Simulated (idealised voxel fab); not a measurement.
This section sets out a process module, namely voxel spacer lines.
Each square cell in cross-section cut measures 5 nm, and the section as a whole is 275 nm wide.
Each cross-section below is a grid of square cells, stated as bands in top-down order, with one or more rows of cells making up each band. Top, bottom (nm), then materials left to right with widths (nm); lone material tagged "all across" fills the whole band edge to edge; "blank" = empty space. We count height from 0. Below that, the starting wafer is all one material. The lowest band never ends at the bottom but goes on down; see "z 0 and below" for how that is written. Read "30..40" as a graded width: first number on top, second number at the bottom, same change between each pair of neighbouring rows. Step note "no alterations made" = no cross-section cell changed. Empty spaces without an open route to the top, at least 8 cells in extent, make up the entry "Fully closed voids"; each is given as width x height at distance, where the distance is measured from the left edge, and all are in nm. Formally, on a step line, whatever follows the settings is a remark that the simulator itself makes on the step. overlay nm: where the mask lay relative to plan, measured to the right, on steps with a mask; negatives go left.
**Intended process steps**
step 1: RECEIVE,material Si
step 2: CONFORMAL_DEP,material Al2O3,thk nm 5
step 3: DIRECTIONAL_DEP,material SiN,thk nm 15
step 4: DIRECTIONAL_DEP,material polySi,thk nm 20
step 5: PATTERN,tone cover,mask id MANDREL,material resist,width nm 25,pitch nm 70,thk nm 25,overlay nm 0
step 6: DIRECTIONAL_ETCH,etch materials polySi,depth nm 20
step 7: STRIP,etch materials resist
step 8: CONFORMAL_DEP,material SiO2,thk nm 10
step 9: DIRECTIONAL_ETCH,etch materials SiO2,depth nm 10
step 10: STRIP,etch materials polySi
step 11: DIRECTIONAL_ETCH,etch materials SiN,depth nm 15
step 12: STRIP,etch materials SiO2
All wafers enter the flow in the same state. The thk nm at step 2 differs from wafer to wafer, and the plan gives the value for the first wafer.
**As received, i.e. after step 1: cross-section through the first of several wafers**
    z 0 and below = Si all across
    Fully closed voids: none
**Every row in this table is a wafer at the end of the module, and it gives, for each of the materials, the cells that wafer has gained (+) or lost (-) since it was received, then its closed voids**
thk nm 5, +55 Al2O3, +36 SiN, Fully closed voids: none
thk nm 10, +110 Al2O3, +36 SiN, Fully closed voids: none
thk nm 15, +165 Al2O3, +36 SiN, Fully closed voids: none
thk nm 20, +220 Al2O3, +36 SiN, Fully closed voids: none
